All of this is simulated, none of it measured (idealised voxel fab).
The process module presented herein is designated voxel ribs on slabs.
For reference, the cross-section in this document is cut, with width 185 nm and square cells of 5 nm.
In this document a cross-section is written as a grid of square cells. It is given as a series of bands, listed from the top down, and a band is one or more rows of cells. Each band's line starts with the height of the band's top and of its bottom, in nm. Then come its materials from left to right, each with its width in nm. One material with "edge to edge" fills the band from edge to edge. "empty" is empty space. The level at which height equals 0 is the one under which the wafer, as it arrives, is entirely one material. No lower edge exists for the bottom band, which continues downward and is notated as in "0 -> down". Read "30->40" as a graded width: first number on top, second number at the bottom, same change between each pair of neighbouring rows. "nothing got changed" (step): cross-section cells unchanged, all of them. The entry "Enclosed void catalog" lists the empty spaces that cover at least 8 cells and have no open path to the top. Each is written as width x height at distance, where the distance is measured from the left edge and all three values are in nm. It should be noted that, on the line of a given step, the content following the step's settings is a remark produced by the simulator itself with respect to that step. "overlay nm" denotes, for a step that has a mask, the displacement of the mask to the right of its planned place, with negative values corresponding to the left.

## List of planned process steps
step 1: RECEIVE | material Si
step 2: DIRECTIONAL_DEP | material SiO2 | thk nm 20
step 3: DIRECTIONAL_DEP | material polySi | thk nm 15
step 4: MASKED_ETCH | tone cover | mask id RIB | width nm 15 | etch materials polySi | depth nm 5 | overlay nm 0
step 5: MASKED_ETCH | tone cover | mask id SLAB | width nm 55 | etch materials polySi | depth nm 10 | overlay nm 0
step 6: FILL_DEP | material SiO2 | thk nm 20
step 7: CMP | height nm 45
step 8: DIRECTIONAL_DEP | material TiN | thk nm 5
step 9: DIRECTIONAL_DEP | material aC | thk nm 10
step 10: PATTERN | tone cover | mask id HEATER | material resist | width nm 25 | thk nm 30 | overlay nm 0
step 11: DIRECTIONAL_ETCH | etch materials aC | depth nm 10
step 12: STRIP | etch materials resist
step 13: DIRECTIONAL_ETCH | etch materials TiN | depth nm 5
step 14: STRIP | etch materials aC
step 15: CONFORMAL_DEP | material SiN | thk nm 5

## Incoming wafer in cross-section (state: after step 1)
- 0 -> down: Si edge to edge
- Enclosed void catalog: none

## The first of two wafers, cross-sectioned at the end of the module, with the run proceeding as planned
- 55 -> 50: empty (75), then SiN (35), then empty (75)
- 50 -> 45: SiN (80), then TiN (25), then SiN (80)
- 45 -> 35: SiO2 edge to edge
- 35 -> 30: SiO2 (85), then polySi (15), then SiO2 (85)
- 30 -> 20: SiO2 (65), then polySi (55), then SiO2 (65)
- 20 -> 0: SiO2 edge to edge
- 0 -> down: Si edge to edge
- Enclosed void catalog: none

## Wafer two, sectioned after the module: the first wafer's start, the first wafer's plan, and one mistake in how it was run
- 55 -> 50: empty (75), then SiN (35), then empty (75)
- 50 -> 45: SiN (80), then TiN (25), then SiN (80)
- 45 -> 15: SiO2 edge to edge
- 15 -> 0: polySi edge to edge
- 0 -> down: Si edge to edge
- Enclosed void catalog: none
Nonconformance to the process plan: steps 2 and 3 swapped
Looking at both finished wafers in cells, the second ends up ahead of or behind the first on some materials: SiO2: 86 fewer, polySi: 86 more
